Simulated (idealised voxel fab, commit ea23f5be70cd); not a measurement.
Herein follows the process module entitled voxel air gaps.
Xsec cut, 210 nm wide, square cell size 5 nm.
This document writes a cross-section as a grid whose cells are square, and gives it as bands, listed from the top down; one or more rows of cells form a band.
Each band's line starts with the height of the band's top and of its bottom, in nm. Then come its materials from left to right, each with its width in nm. One material with "all across" fills the band from edge to edge. "blank" is empty space.
Height is counted from the level 0, under which the received wafer is composed throughout of one material. The lowest of the bands is not closed at the bottom but continues downward, in the notation "0 and below".
Width: "30 to 40" (first number = top row, second number = bottom row, same change from row to row of cells).
Step note "everything unchanged" = no cross-section cell changed.
The list in "Enclosed internal voids" covers empty spaces of 8 cells or more that cannot reach the top through any open way, and it gives each as width x height at distance; the distance is from the left edge, and width, height and distance are in nm.
The remark found on a step's line after its settings is issued by the simulator itself and pertains to that step.
overlay nm: mask offset rightward from planned place, masked step; negative means leftward offset.
[Process steps (planned)]
1 RECEIVE [material Si]
2 CONFORMAL_DEP [material SiO2] [thk nm 10]
3 CONFORMAL_DEP [material SiN] [thk nm 5]
4 DIRECTIONAL_DEP [material SiO2] [thk nm 35]
5 MASKED_ETCH [tone open] [mask id LINES] [width nm 15] [pitch nm 40] [etch materials SiO2] [depth nm 35] [overlay nm 0]
6 CONFORMAL_DEP [material TiN] [thk nm 5]
7 FILL_DEP [material Cu] [thk nm 5]
8 CMP [height nm 50]
9 EPI [material Ru] [thk nm 10]
10 SELECTIVE_ETCH [etch materials SiO2] [depth nm 45]
11 CONFORMAL_DEP [material SiCN] [thk nm 5]
[Wafer at receipt (post step 1), cross-section]
0 and below  Si all across
Enclosed internal voids: none
[first wafer at the end, as planned]
65 down to 60  40 of blank / 125 of SiCN / 45 of blank
60 down to 50  40 of blank / 5 of SiCN / 35 of Ru / 5 of SiCN / 35 of Ru / 5 of SiCN / 35 of Ru / 5 of SiCN / 45 of blank
50 down to 45  40 of blank / 15 of SiCN / 5 of TiN / 5 of Cu / 5 of TiN / 25 of SiCN / 5 of TiN / 5 of Cu / 5 of TiN / 25 of SiCN / 5 of TiN / 5 of Cu / 5 of TiN / 15 of SiCN / 45 of blank
45 down to 20  50 of blank / 5 of SiCN / 5 of TiN / 5 of Cu / 5 of TiN / 5 of SiCN / 15 of blank / 5 of SiCN / 5 of TiN / 5 of Cu / 5 of TiN / 5 of SiCN / 15 of blank / 5 of SiCN / 5 of TiN / 5 of Cu / 5 of TiN / 5 of SiCN / 55 of blank
20 down to 15  55 of SiCN / 15 of TiN / 25 of SiCN / 15 of TiN / 25 of SiCN / 15 of TiN / 60 of SiCN
15 down to 10  SiN all across
10 down to 0  SiO2 all across
0 and below  Si all across
Enclosed internal voids: 15 x 25 at 75; 15 x 25 at 115
[Cross-section, wafer two of two, end of module: same start and plan as wafer one, one error in execution]
65 down to 60  40 of blank / 125 of SiCN / 45 of blank
60 down to 50  40 of blank / 5 of SiCN / 35 of Ru / 5 of SiCN / 35 of Ru / 5 of SiCN / 35 of Ru / 5 of SiCN / 45 of blank
50 down to 45  40 of blank / 15 of SiCN / 5 of TiN / 5 of Cu / 5 of TiN / 25 of SiCN / 5 of TiN / 5 of Cu / 5 of TiN / 25 of SiCN / 5 of TiN / 5 of Cu / 5 of TiN / 15 of SiCN / 45 of blank
45 down to 20  50 of blank / 5 of SiCN / 5 of TiN / 5 of Cu / 5 of TiN / 5 of SiCN / 15 of blank / 5 of SiCN / 5 of TiN / 5 of Cu / 5 of TiN / 5 of SiCN / 15 of blank / 5 of SiCN / 5 of TiN / 5 of Cu / 5 of TiN / 5 of SiCN / 55 of blank
20 down to 15  55 of SiCN / 15 of TiN / 25 of SiCN / 15 of TiN / 25 of SiCN / 15 of TiN / 60 of SiCN
15 down to 10  SiN all across
10 down to 0  TiN all across
0 and below  Si all across
Enclosed internal voids: 15 x 25 at 75; 15 x 25 at 115
Which mistake was made when the wafer was run? off-plan run, step 2, actual operation and settings CONFORMAL_DEP [material TiN] [thk nm 10]
Counted in cells at the end, the second wafer holds more or fewer of these materials than the first: SiO2 -84 | TiN +84
